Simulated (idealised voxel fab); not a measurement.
Proc. module: voxel self aligned contacts
Shown is cross-section cut, with a width of 230 nm and square cells of size 5 nm.
Throughout this document, each cross-section is represented as a grid of square cells and is presented as a sequence of bands enumerated from the top downward, where a band comprises one or more rows of cells. First you get the band's top height and its bottom height, in nm, and then the materials it's made of, left to right, with each width in nm. If you see a single material with "full width", that one covers the band edge to edge. "empty" is empty space. Basically, 0 is our baseline, since under it the wafer straight out of the box is all one material. The bottom band has no lower end and keeps on going down, so it looks like "top 0, no bottom". A width such as "30 to 40" changes by the same amount from each row of cells to the next, from the band's top row to its bottom row. You'll sometimes find "remains unaltered" written for a step, and that's the way of saying that nowhere in the cross-section did a cell change during that step. Sealed void inventory: empty space of 8 cells or more with no open way to the top, each as width x height at its distance from the left edge, in nm. Whatever follows a step's settings on its line is a remark the simulator itself makes about that step. overlay nm: mask right of planned place by this much (step with mask). Neg. = left.
**The planned process steps are enumerated hereunder**
- 1: op RECEIVE | material Si
- 2: op CONFORMAL_DEP | material SiO2 | thk nm 5
- 3: op DIRECTIONAL_DEP | material polySi | thk nm 25
- 4: op DIRECTIONAL_DEP | material SiN | thk nm 15
- 5: op DIRECTIONAL_DEP | material aC | thk nm 10
- 6: op PATTERN | tone cover | mask id GATE | material resist | width nm 35 | pitch nm 60 | thk nm 25 | overlay nm 0
- 7: op DIRECTIONAL_ETCH | etch materials aC | depth nm 10
- 8: op STRIP | etch materials resist
- 9: op DIRECTIONAL_ETCH | etch materials SiN | depth nm 15
- 10: op DIRECTIONAL_ETCH | etch materials polySi | depth nm 25
- 11: op STRIP | etch materials aC
- 12: op CONFORMAL_DEP | material SiN | thk nm 5
- 13: op DIRECTIONAL_ETCH | etch materials SiN | depth nm 5
- 14: op FILL_DEP | material SiO2 | thk nm 20
- 15: op CMP | height nm 55
- 16: op PATTERN | tone open | mask id CONTACT | material resist | width nm 35 | pitch nm 60 | thk nm 15 | overlay nm 0
- 17: op DIRECTIONAL_ETCH | etch materials SiO2 | depth nm 55
- 18: op STRIP | etch materials resist
- 19: op CONFORMAL_DEP | material TiN | thk nm 5
- 20: op FILL_DEP | material Ru | thk nm 5
- 21: op CMP | height nm 55
- 22: op CONFORMAL_DEP | material SiN | thk nm 5
**Step 1 complete: cross-section of the wafer as received**
  top 0, no bottom: Si full width
  Sealed void inventory: none
**a wafer at the end: this start, this plan, one mistake**
  top 60, bottom 55: SiN full width
  top 55, bottom 50: SiO2 (30), SiN (45), TiN (5), Ru (5), TiN (5), SiN (45), TiN (5), Ru (5), TiN (5), SiN (45), SiO2 (35)
  top 50, bottom 45: SiO2 (30), SiN (45), TiN (15), SiN (45), TiN (15), SiN (45), SiO2 (35)
  top 45, bottom 30: SiN full width
  top 30, bottom 5: polySi full width
  top 5, bottom 0: SiO2 full width
  top 0, no bottom: Si full width
  Sealed void inventory: none
What was done differently from what was planned? plan step 4 was conducted twice
